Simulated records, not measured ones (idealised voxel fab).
Process module in this document: voxel capacitor over wiring
Pictured: cross-section cut, 195 nm wide, on a grid of 5 nm square cells.
Heads up, the way a cross-section reads in here is a grid of square cells, handed over as bands from the top down, with every band being one or more rows of cells. The entry gives the band's vertical extent as a top height and a bottom height in nm, then its horizontal make-up as materials from left to right, each with a width in nm. "empty" stands for empty space; a single material marked "everywhere" fills the band edge to edge. All heights in this document are referenced to 0, defined as the level beneath which the wafer, as received, consists entirely of one material. The lowest band is not bounded below; it extends indefinitely downward and is written in the form "0 -> down". Per-row width for "30->40": begins at first number (top row of band), ends at second number (bottom row), increment between rows held constant. Basically "all unchanged" means that step didn't change any cell in the cross-section. So "Enclosed voids" is basically the list of trapped voids: any empty space of 8 cells or more that can't reach the top through an opening. They're written width x height at distance, the distance being from the left edge, and it's all nm. Read whatever lies past the settings on a step's line as the simulator's own remark about the step. A step's line can hold "overlay nm"; with a mask on that step, the setting says how far right of the planned place the mask lay, while a negative setting says it lay to the left.
List of planned process steps:
1: RECEIVE: material Si
2: CONFORMAL_DEP: material SiO2, thk nm 15
3: DIRECTIONAL_DEP: material TiN, thk nm 5
4: DIRECTIONAL_DEP: material W, thk nm 15
5: DIRECTIONAL_DEP: material aC, thk nm 15
6: PATTERN: tone cover, mask id METAL_1, material resist, width nm 20, pitch nm 75, thk nm 35, overlay nm 0
7: DIRECTIONAL_ETCH: etch materials aC, depth nm 15
8: STRIP: etch materials resist
9: DIRECTIONAL_ETCH: etch materials W, depth nm 15
10: DIRECTIONAL_ETCH: etch materials TiN, depth nm 5
11: STRIP: etch materials aC
12: CONFORMAL_DEP: material SiCN, thk nm 5
13: FILL_DEP: material lowk, thk nm 5
14: CMP: height nm 35
15: CONFORMAL_DEP: material SiCN, thk nm 5
16: DIRECTIONAL_DEP: material lowk, thk nm 10
17: DIRECTIONAL_DEP: material aC, thk nm 15
18: PATTERN: tone open, mask id PLUG_1, material resist, width nm 15, thk nm 35, overlay nm 0
19: DIRECTIONAL_ETCH: etch materials aC, depth nm 15
20: STRIP: etch materials resist
21: DIRECTIONAL_ETCH: etch materials lowk, depth nm 10
22: DIRECTIONAL_ETCH: etch materials SiCN, depth nm 5
23: STRIP: etch materials aC
24: EPI: material Ru, thk nm 10
25: EPI: material Ru, thk nm 5
26: DIRECTIONAL_DEP: material TiN, thk nm 5
27: DIRECTIONAL_DEP: material Al2O3, thk nm 5
28: DIRECTIONAL_DEP: material TiN, thk nm 10
29: MASKED_ETCH: tone cover, mask id UPPER_PLATE, width nm 60, etch materials TiN, depth nm 10, overlay nm 0
30: MASKED_ETCH: tone cover, mask id UPPER_PLATE, width nm 60, etch materials Al2O3, depth nm 5, overlay nm 0
31: DIRECTIONAL_DEP: material aC, thk nm 15
32: PATTERN: tone cover, mask id LOWER_PLATE, material resist, width nm 70, thk nm 30, overlay nm 0
33: DIRECTIONAL_ETCH: etch materials aC, depth nm 15
34: STRIP: etch materials resist
35: DIRECTIONAL_ETCH: etch materials TiN, depth nm 5
36: STRIP: etch materials aC
37: FILL_DEP: material SiO2, thk nm 20
38: CMP: height nm 85
39: MASKED_ETCH: tone open, mask id PLUG_2, width nm 15, etch materials SiO2, depth nm 15, overlay nm 0
40: CONFORMAL_DEP: material TiN, thk nm 5
41: FILL_DEP: material Cu, thk nm 5
42: CMP: height nm 85
43: CONFORMAL_DEP: material SiCN, thk nm 5
Wafer at receipt (post step 1), cross-section:
  0 -> down | Si everywhere
  Enclosed voids: none
Cross-section: first of two wafers, module finished, run according to plan:
  90 -> 85 | SiCN everywhere
  85 -> 75 | 65 SiO2, 5 TiN, 5 Cu, 5 TiN, 115 SiO2
  75 -> 70 | 65 SiO2, 15 TiN, 115 SiO2
  70 -> 60 | 55 SiO2, 60 TiN, 80 SiO2
  60 -> 55 | 55 SiO2, 60 Al2O3, 80 SiO2
  55 -> 50 | 50 SiO2, 70 TiN, 75 SiO2
  50 -> 40 | 55 lowk, 15 Ru, 125 lowk
  40 -> 35 | 55 SiCN, 15 Ru, 125 SiCN
  35 -> 20 | 45 lowk, 5 SiCN, 20 W, 5 SiCN, 45 lowk, 5 SiCN, 20 W, 5 SiCN, 45 lowk
  20 -> 15 | 50 SiCN, 20 TiN, 55 SiCN, 20 TiN, 50 SiCN
  15 -> 0 | SiO2 everywhere
  0 -> down | Si everywhere
  Enclosed voids: none
Cross-sectional view of the second of two wafers upon completion of the module. This wafer shared its starting condition and process plan with the first; one error was made during its execution:
  90 -> 85 | SiCN everywhere
  85 -> 75 | 65 SiO2, 5 TiN, 5 Cu, 5 TiN, 115 SiO2
  75 -> 70 | 65 SiO2, 15 TiN, 115 SiO2
  70 -> 60 | 70 SiO2, 45 TiN, 80 SiO2
  60 -> 55 | 55 SiO2, 15 TiN, 45 Al2O3, 80 SiO2
  55 -> 50 | 50 SiO2, 70 TiN, 75 SiO2
  50 -> 45 | 55 lowk, 15 Al2O3, 125 lowk
  45 -> 40 | 55 lowk, 15 TiN, 125 lowk
  40 -> 35 | 55 SiCN, 15 Ru, 125 SiCN
  35 -> 20 | 45 lowk, 5 SiCN, 20 W, 5 SiCN, 45 lowk, 5 SiCN, 20 W, 5 SiCN, 45 lowk
  20 -> 15 | 50 SiCN, 20 TiN, 55 SiCN, 20 TiN, 50 SiCN
  15 -> 0 | SiO2 everywhere
  0 -> down | Si everywhere
  Enclosed voids: none
Diagnosis: execution of step 24 of the plan did not take place, the step having been omitted
Bottom line after processing is that, in cells, the second wafer is up or down on some materials versus the first: -6 Ru | +6 SiO2
